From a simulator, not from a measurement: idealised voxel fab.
Process module name: voxel gate over fins
Shown is cross-section cut, with a width of 165 nm and square cells of size 5 nm.
We lay out every cross-section as a grid of square cells and spell it out in bands from the top down, where one band means one or more rows of cells.
Heights first: top, then bottom, in nm. Then materials, left to right, each with a width in nm. "edge to edge" on a single material: fills the band edge to edge. "blank": empty space.
Note: height 0 marks the level under which the wafer is uniformly one material as received. Lowest band unbounded below, written "z 0 and below".
The width entry "30..40" should be interpreted row by row: the top row of cells in the band takes the first number, the bottom row takes the second number, and the change between adjacent rows is uniform throughout.
The designation "no modification", where it is given for a processing step, indicates that no cell of the cross-section was altered in the course of that step.
In "Closed internal voids" the enclosed voids are listed, meaning empty spaces of 8 cells or larger without any opening to the top. The form is width x height at distance, distance from the left edge, units nm.
Anything after a step's settings on that line? It's the simulator's own note about the step.
overlay nm: mask offset rightward from planned place, masked step; negative means leftward offset.

Intended process steps:
step 1: RECEIVE (material Si)
step 2: CONFORMAL_DEP (material SiN; thk nm 10)
step 3: MASKED_ETCH (tone cover; mask id FINS; width nm 15; pitch nm 55; etch materials SiN; depth nm 10; overlay nm 0)
step 4: MASKED_ETCH (tone cover; mask id FINS; width nm 15; pitch nm 55; etch materials Si; depth nm 30; overlay nm 0)
step 5: OXIDIZE (depth nm 5)
step 6: FILL_DEP (material SiO2; thk nm 5)
step 7: CMP (height nm 10)
step 8: DIRECTIONAL_DEP (material aC; thk nm 10)
step 9: PATTERN (tone open; mask id RAIL; material resist; width nm 15; thk nm 30; overlay nm 0)
step 10: DIRECTIONAL_ETCH (etch materials aC; depth nm 10)
step 11: STRIP (etch materials resist)
step 12: DIRECTIONAL_ETCH (etch materials SiO2; depth nm 35)
step 13: STRIP (etch materials aC)
step 14: CONFORMAL_DEP (material TiN; thk nm 5)
step 15: FILL_DEP (material W; thk nm 5)
step 16: CMP (height nm 10)
step 17: SELECTIVE_ETCH (etch materials W Ru TiN; depth nm 30)
step 18: FILL_DEP (material SiO2; thk nm 5)
step 19: CMP (height nm 10)
step 20: SELECTIVE_ETCH (etch materials SiO2; depth nm 20)
step 21: STRIP (etch materials SiN)
step 22: CONFORMAL_DEP (material HfO2; thk nm 5)
step 23: CONFORMAL_DEP (material TiN; thk nm 5)
step 24: CONFORMAL_DEP (material TiAl; thk nm 5)
step 25: CONFORMAL_DEP (material TiN; thk nm 5)
step 26: FILL_DEP (material W; thk nm 10)
step 27: CMP (height nm 25)
step 28: CONFORMAL_DEP (material SiN; thk nm 10)

Cross-sectional view of the wafer in its as-received condition, corresponding to the state after step 1:
> z 0 and below = Si edge to edge
> Closed internal voids: none

Here's the cross-section of the first of our two wafers at the end of the module - it ran as planned:
> z 35 to 25 = SiN edge to edge
> z 25 to 20 = W edge to edge
> z 20 to 15 = 30 W; 45 TiN; 10 W; 45 TiN; 35 W
> z 15 to 10 = 30 W; 5 TiN; 35 TiAl; 5 TiN; 10 W; 5 TiN; 35 TiAl; 5 TiN; 35 W
> z 10 to 5 = 35 TiN; 5 TiAl; 25 TiN; 5 TiAl; 20 TiN; 5 TiAl; 25 TiN; 5 TiAl; 40 TiN
> z 5 to 0 = 40 TiAl; 5 TiN; 15 HfO2; 5 TiN; 30 TiAl; 5 TiN; 15 HfO2; 5 TiN; 45 TiAl
> z 0 to -5 = 45 TiN; 5 HfO2; 5 Si; 5 HfO2; 40 TiN; 5 HfO2; 5 Si; 5 HfO2; 50 TiN
> z -5 to -10 = 50 HfO2; 5 Si; 50 HfO2; 5 Si; 55 HfO2
> z -10 to -20 = 50 SiO2; 5 Si; 50 SiO2; 5 Si; 55 SiO2
> z -20 to -25 = 50 SiO2; 5 Si; 15 SiO2; 15 TiN; 20 SiO2; 5 Si; 55 SiO2
> z -25 to -35 = 50 SiO2; 5 Si; 50 SiO2; 5 Si; 55 SiO2
> z -35 and below = Si edge to edge
> Closed internal voids: none

Module end: cross-section of wafer two of two. Same start and process plan as the first wafer. One mistake during execution:
> z 35 to 25 = SiN edge to edge
> z 25 to 20 = W edge to edge
> z 20 to 15 = 30 W; 45 TiN; 10 W; 45 TiN; 35 W
> z 15 to 10 = 30 W; 5 TiN; 35 TiAl; 5 TiN; 10 W; 5 TiN; 35 TiAl; 5 TiN; 35 W
> z 10 to 5 = 35 TiN; 5 TiAl; 25 TiN; 5 TiAl; 20 TiN; 5 TiAl; 25 TiN; 5 TiAl; 40 TiN
> z 5 to 0 = 40 TiAl; 5 TiN; 15 HfO2; 5 TiN; 30 TiAl; 5 TiN; 15 HfO2; 5 TiN; 45 TiAl
> z 0 to -5 = 45 TiN; 5 HfO2; 5 Si; 5 HfO2; 40 TiN; 5 HfO2; 5 Si; 5 HfO2; 50 TiN
> z -5 to -10 = 50 HfO2; 5 Si; 50 HfO2; 5 Si; 55 HfO2
> z -10 to -20 = 50 SiO2; 5 Si; 50 SiO2; 5 Si; 55 SiO2
> z -20 to -25 = 50 SiO2; 5 Si; 5 SiO2; 15 TiN; 30 SiO2; 5 Si; 55 SiO2
> z -25 to -35 = 50 SiO2; 5 Si; 50 SiO2; 5 Si; 55 SiO2
> z -35 and below = Si edge to edge
> Closed internal voids: none
Heads up, the wafer didn't run the way we planned it: step 9 changed vs plan, executed as PATTERN (tone open; mask id RAIL; material resist; width nm 15; thk nm 30; overlay nm -10)
At the close, every material occupies the same number of cells on the second wafer as on the first, only in different positions.
